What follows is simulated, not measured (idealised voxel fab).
process module | voxel self aligned contacts
cross-section cut | 285 nm wide | cells 5 nm
A cross-section is a grid of square cells, given in bands from the top down. A band is one or more rows of cells.
Each band's line starts with the height of the band's top and of its bottom, in nm. Then come its materials from left to right, each with its width in nm. One material with "throughout" fills the band from edge to edge. "air" is empty space.
Height 0 is the level under which the wafer as received is all one material. The lowest band goes on downwards, as in "0 down".
A width such as "30 to 40" changes by the same amount from each row of cells to the next, from the band's top row to its bottom row.
"no change" after a step means that no cell of the cross-section changed.
closed voids: empty space of 8 cells or more with no open way to the top, each as width x height at its distance from the left edge, in nm
after a step's settings: what the simulator itself notes on the step
overlay nm, on a step with a mask: how far to the right of its planned place the mask lay; to the left if negative
plan
1 op RECEIVE | material Si
2 op OXIDIZE | depth nm 5
3 op DIRECTIONAL_DEP | material polySi | thk nm 30
4 op DIRECTIONAL_DEP | material SiN | thk nm 25
5 op PATTERN | tone cover | mask id GATE | material resist | width nm 35 | pitch nm 75 | thk nm 20 | overlay nm 0
6 op DIRECTIONAL_ETCH | etch materials SiN | depth nm 25
7 op DIRECTIONAL_ETCH | etch materials polySi | depth nm 30
8 op STRIP | etch materials resist
9 op CONFORMAL_DEP | material SiN | thk nm 10
10 op DIRECTIONAL_ETCH | etch materials SiN | depth nm 10
11 op FILL_DEP | material SiO2 | thk nm 20
12 op CMP | height nm 65
13 op PATTERN | tone open | mask id CONTACT | material resist | width nm 50 | pitch nm 75 | thk nm 15 | overlay nm 0
14 op DIRECTIONAL_ETCH | etch materials SiO2 | depth nm 70
15 op STRIP | etch materials resist
16 op CONFORMAL_DEP | material TiN | thk nm 5
17 op FILL_DEP | material W | thk nm 10
18 op CMP | height nm 65
19 op CONFORMAL_DEP | material SiN | thk nm 5
as received, after step 1
  0 down: Si throughout
  closed voids: none
a wafer at the end: this start, this plan, one mistake
  70 to 65: SiN throughout
  65 to 55: SiO2 80 | TiN 5 to 20 | W 40 to 10 | TiN 5 to 20 | SiO2 25 | TiN 5 to 20 | W 40 to 10 | TiN 5 to 20 | SiO2 80
  55 to 30: SiO2 40 | SiN 10 | polySi 35 | SiN 10 | TiN 5 | W 10 | TiN 5 | SiN 10 | polySi 35 | SiN 10 | TiN 5 | W 10 | TiN 5 | SiN 10 | polySi 35 | SiN 10 | SiO2 40
  30 to 25: SiO2 40 | SiN 10 | polySi 35 | SiN 10 | TiN 20 | SiN 10 | polySi 35 | SiN 10 | TiN 20 | SiN 10 | polySi 35 | SiN 10 | SiO2 40
  25 to 0: SiN throughout
  0 to -5: SiO2 throughout
  -5 down: Si throughout
  closed voids: none
what went wrong: steps 3 and 4 were swapped
